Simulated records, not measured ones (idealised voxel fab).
process module | voxel lift off
cross-section cut | 270 nm wide | cells 5 nm
A cross-section is a grid of square cells, given in bands from the top down. A band is one or more rows of cells.
Each band's line starts with the height of the band's top and of its bottom, in nm. Then come its materials from left to right, each with its width in nm. One material with "throughout" fills the band from edge to edge. "air" is empty space.
Height 0 is the level under which the wafer as received is all one material. The lowest band goes on downwards, as in "0 down".
A width such as "30 to 40" changes by the same amount from each row of cells to the next, from the band's top row to its bottom row.
"no change" after a step means that no cell of the cross-section changed.
closed voids: empty space of 8 cells or more with no open way to the top, each as width x height at its distance from the left edge, in nm
after a step's settings: what the simulator itself notes on the step
overlay nm, on a step with a mask: how far to the right of its planned place the mask lay; to the left if negative
plan
1 op RECEIVE | material Si
2 op CONFORMAL_DEP | material SiO2 | thk nm 5
3 op PATTERN | tone open | mask id LINES | material resist | width nm 15 | pitch nm 45 | thk nm 30 | overlay nm 0
4 op DIRECTIONAL_DEP | material Ru | thk nm 15
5 op STRIP | etch materials resist
6 op CONFORMAL_DEP | material SiCN | thk nm 5
as received, after step 1
  0 down: Si throughout
  closed voids: none
a wafer at the end: this start, this plan, one mistake
  15 to 10: air 75 | SiCN 25 | air 20 | SiCN 25 | air 20 | SiCN 25 | air 80
  10 to 5: SiCN 80 | Ru 15 | SiCN 30 | Ru 15 | SiCN 30 | Ru 15 | SiCN 85
  5 to 0: SiO2 throughout
  0 down: Si throughout
  closed voids: none
what went wrong: step 4 ran as: op DIRECTIONAL_DEP | material Ru | thk nm 5
